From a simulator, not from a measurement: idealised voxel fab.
process module | voxel capacitor over wiring
cross-section cut | 220 nm wide | cells 5 nm
A cross-section is a grid of square cells, given in bands from the top down. A band is one or more rows of cells.
Each band's line starts with the height of the band's top and of its bottom, in nm. Then come its materials from left to right, each with its width in nm. One material with "throughout" fills the band from edge to edge. "air" is empty space.
Height 0 is the level under which the wafer as received is all one material. The lowest band goes on downwards, as in "0 down".
A width such as "30 to 40" changes by the same amount from each row of cells to the next, from the band's top row to its bottom row.
"no change" after a step means that no cell of the cross-section changed.
closed voids: empty space of 8 cells or more with no open way to the top, each as width x height at its distance from the left edge, in nm
after a step's settings: what the simulator itself notes on the step
overlay nm, on a step with a mask: how far to the right of its planned place the mask lay; to the left if negative
plan
1 op RECEIVE | material Si
2 op CONFORMAL_DEP | material SiO2 | thk nm 15
3 op DIRECTIONAL_DEP | material TiN | thk nm 5
4 op DIRECTIONAL_DEP | material W | thk nm 15
5 op DIRECTIONAL_DEP | material aC | thk nm 15
6 op PATTERN | tone cover | mask id METAL_1 | material resist | width nm 30 | pitch nm 90 | thk nm 30 | overlay nm 0
7 op DIRECTIONAL_ETCH | etch materials aC | depth nm 15
8 op STRIP | etch materials resist
9 op DIRECTIONAL_ETCH | etch materials W | depth nm 15
10 op DIRECTIONAL_ETCH | etch materials TiN | depth nm 5
11 op STRIP | etch materials aC
12 op CONFORMAL_DEP | material SiN | thk nm 5
13 op FILL_DEP | material SiO2 | thk nm 5
14 op CMP | height nm 35
15 op CONFORMAL_DEP | material SiCN | thk nm 5
16 op DIRECTIONAL_DEP | material SiO2 | thk nm 15
17 op PATTERN | tone open | mask id PLUG_1 | material resist | width nm 15 | thk nm 15 | overlay nm 0
18 op DIRECTIONAL_ETCH | etch materials SiO2 | depth nm 15
19 op DIRECTIONAL_ETCH | etch materials SiCN | depth nm 5
20 op STRIP | etch materials resist
21 op CONFORMAL_DEP | material TiN | thk nm 5
22 op FILL_DEP | material Cu | thk nm 10
23 op CMP | height nm 55
24 op DIRECTIONAL_DEP | material TiN | thk nm 10
25 op DIRECTIONAL_DEP | material Al2O3 | thk nm 5
26 op DIRECTIONAL_DEP | material TiN | thk nm 5
27 op PATTERN | tone cover | mask id UPPER_PLATE | material resist | width nm 65 | thk nm 15 | overlay nm 0
28 op DIRECTIONAL_ETCH | etch materials TiN | depth nm 5
29 op DIRECTIONAL_ETCH | etch materials Al2O3 | depth nm 5
30 op STRIP | etch materials resist
31 op DIRECTIONAL_DEP | material aC | thk nm 10
32 op PATTERN | tone cover | mask id LOWER_PLATE | material resist | width nm 75 | thk nm 25 | overlay nm 0
33 op DIRECTIONAL_ETCH | etch materials aC | depth nm 10
34 op STRIP | etch materials resist
35 op DIRECTIONAL_ETCH | etch materials TiN | depth nm 10
36 op STRIP | etch materials aC
37 op FILL_DEP | material SiO2 | thk nm 20
38 op CMP | height nm 90
39 op MASKED_ETCH | tone open | mask id PLUG_2 | width nm 15 | etch materials SiO2 | depth nm 15 | overlay nm 0
40 op CONFORMAL_DEP | material TiN | thk nm 5
41 op FILL_DEP | material W | thk nm 5
42 op CMP | height nm 90
43 op CONFORMAL_DEP | material SiCN | thk nm 5
as received, after step 1
  0 down: Si throughout
  closed voids: none
first wafer at the end, as planned
  95 to 90: SiCN throughout
  90 to 80: SiO2 75 | TiN 5 | W 5 | TiN 5 | SiO2 130
  80 to 70: SiO2 75 to 65 | TiN 15 to 65 | SiO2 130 to 90
  70 to 65: SiO2 65 | Al2O3 65 | SiO2 90
  65 to 55: SiO2 60 | TiN 75 | SiO2 85
  55 to 40: SiO2 65 | TiN 5 | Cu 5 | TiN 5 | SiO2 140
  40 to 35: SiCN 65 | TiN 15 | SiCN 140
  35 to 20: SiO2 45 | SiN 5 | W 30 | SiN 5 | SiO2 50 | SiN 5 | W 30 | SiN 5 | SiO2 45
  20 to 15: SiN 50 | TiN 30 | SiN 60 | TiN 30 | SiN 50
  15 to 0: SiO2 throughout
  0 down: Si throughout
  closed voids: none
second wafer at the end: like start, like plan, one mistake
  95 to 90: SiCN throughout
  90 to 80: SiO2 75 to 65 | TiN 15 to 65 | SiO2 130 to 90
  80 to 70: SiO2 60 | TiN 75 | SiO2 85
  70 to 65: Al2O3 throughout
  65 to 55: TiN throughout
  55 to 40: SiO2 65 | TiN 5 | Cu 5 | TiN 5 | SiO2 140
  40 to 35: SiCN 65 | TiN 15 | SiCN 140
  35 to 20: SiO2 45 | SiN 5 | W 30 | SiN 5 | SiO2 50 | SiN 5 | W 30 | SiN 5 | SiO2 45
  20 to 15: SiN 50 | TiN 30 | SiN 60 | TiN 30 | SiN 50
  15 to 0: SiO2 throughout
  0 down: Si throughout
  closed voids: none
what went wrong: step 26 ran as: op DIRECTIONAL_DEP | material TiN | thk nm 15
at the end the second wafer has, in cells: 31 more of Al2O3 | 113 fewer of SiO2 | 84 more of TiN | 2 fewer of W
